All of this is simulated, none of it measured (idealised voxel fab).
Process module under the name voxel gate over fins
Cross-section cut: width 210 nm, square cells of 5 nm.
Cross-sections here: square-cell grids, written as top-down lists of bands, a band being one or more rows of cells. Top, bottom (nm), then materials left to right with widths (nm); lone material tagged "throughout" fills the whole band edge to edge; "empty" = empty space. Height 0 is the level under which the wafer as received is all one material. The lowest band goes on downwards, as in "0..down". So if you see something like "30->40" for the width, read it as the top row of the band sitting at the first number and the bottom row at the second, with every row in between moving by the same amount as the last. "no change occurred" after a step means that no cell of the cross-section changed. "Enclosed void entries" lists enclosed empty spaces (at least 8 cells, no open path upward to the top), each as width x height at distance from the left edge, in nm. On a step's line, text after the settings is the simulator commenting on that step. overlay nm: on a step with a mask, how far right of its planned place the mask lay; negative means left.

THE PLANNED PROCESS STEPS ARE ENUMERATED HEREUNDER
1. op RECEIVE | material Si
2. op CONFORMAL_DEP | material SiN | thk nm 5
3. op MASKED_ETCH | tone cover | mask id FINS | width nm 15 | pitch nm 45 | etch materials SiN | depth nm 5 | overlay nm 0
4. op MASKED_ETCH | tone cover | mask id FINS | width nm 15 | pitch nm 45 | etch materials Si | depth nm 30 | overlay nm 0
5. op FILL_DEP | material SiO2 | thk nm 5
6. op CMP | height nm 5
7. op SELECTIVE_ETCH | etch materials SiO2 | depth nm 15
8. op STRIP | etch materials SiN
9. op CONFORMAL_DEP | material HfO2 | thk nm 5
10. op CONFORMAL_DEP | material TiN | thk nm 5
11. op FILL_DEP | material W | thk nm 10
12. op CMP | height nm 15
13. op CONFORMAL_DEP | material SiCN | thk nm 10

THE CROSS-SECTION HERE SHOWS THE WAFER AS RECEIVED, I.E. IN ITS STATE AFTER STEP 1
	0..down = Si throughout
	Enclosed void entries: none

POST-MODULE CROSS-SECTION OF THE FIRST OF TWO WAFERS (RUN PER PLAN)
	25..15 = SiCN throughout
	15..10 = W throughout
	10..5 = W=20 | TiN=35 | W=10 | TiN=35 | W=10 | TiN=35 | W=10 | TiN=35 | W=20
	5..0 = W=20 | TiN=5 | HfO2=25 | TiN=5 | W=10 | TiN=5 | HfO2=25 | TiN=5 | W=10 | TiN=5 | HfO2=25 | TiN=5 | W=10 | TiN=5 | HfO2=25 | TiN=5 | W=20
	0..-5 = TiN=25 | HfO2=5 | Si=15 | HfO2=5 | TiN=20 | HfO2=5 | Si=15 | HfO2=5 | TiN=20 | HfO2=5 | Si=15 | HfO2=5 | TiN=20 | HfO2=5 | Si=15 | HfO2=5 | TiN=25
	-5..-10 = HfO2=30 | Si=15 | HfO2=30 | Si=15 | HfO2=30 | Si=15 | HfO2=30 | Si=15 | HfO2=30
	-10..-30 = SiO2=30 | Si=15 | SiO2=30 | Si=15 | SiO2=30 | Si=15 | SiO2=30 | Si=15 | SiO2=30
	-30..down = Si throughout
	Enclosed void entries: none

SECOND WAFER OF THE TWO, SECTIONED AT THE END OF THE MODULE. IT BEGAN LIKE THE FIRST AND FOLLOWED THE SAME PLAN, BUT ONE MISTAKE WAS MADE WHILE RUNNING IT
	25..15 = SiCN throughout
	15..10 = W throughout
	10..5 = W=20 | TiN=35 | W=10 | TiN=35 | W=10 | TiN=35 | W=10 | TiN=35 | W=20
	5..0 = W=20 | TiN=5 | HfO2=25 | TiN=5 | W=10 | TiN=5 | HfO2=25 | TiN=5 | W=10 | TiN=5 | HfO2=25 | TiN=5 | W=10 | TiN=5 | HfO2=25 | TiN=5 | W=20
	0..-15 = W=20 | TiN=5 | HfO2=5 | Si=15 | HfO2=5 | TiN=5 | W=10 | TiN=5 | HfO2=5 | Si=15 | HfO2=5 | TiN=5 | W=10 | TiN=5 | HfO2=5 | Si=15 | HfO2=5 | TiN=5 | W=10 | TiN=5 | HfO2=5 | Si=15 | HfO2=5 | TiN=5 | W=20
	-15..-20 = TiN=25 | HfO2=5 | Si=15 | HfO2=5 | TiN=20 | HfO2=5 | Si=15 | HfO2=5 | TiN=20 | HfO2=5 | Si=15 | HfO2=5 | TiN=20 | HfO2=5 | Si=15 | HfO2=5 | TiN=25
	-20..-25 = HfO2=30 | Si=15 | HfO2=30 | Si=15 | HfO2=30 | Si=15 | HfO2=30 | Si=15 | HfO2=30
	-25..-30 = SiO2=30 | Si=15 | SiO2=30 | Si=15 | SiO2=30 | Si=15 | SiO2=30 | Si=15 | SiO2=30
	-30..down = Si throughout
	Enclosed void entries: none
In executing the process, a mistake was made relative to the plan: plan step 7 was twice executed
Wrapping up, a cell-based count of both wafers puts the second over or under the first for these materials: 24 more of HfO2; 90 fewer of SiO2; 24 more of TiN; 42 more of W
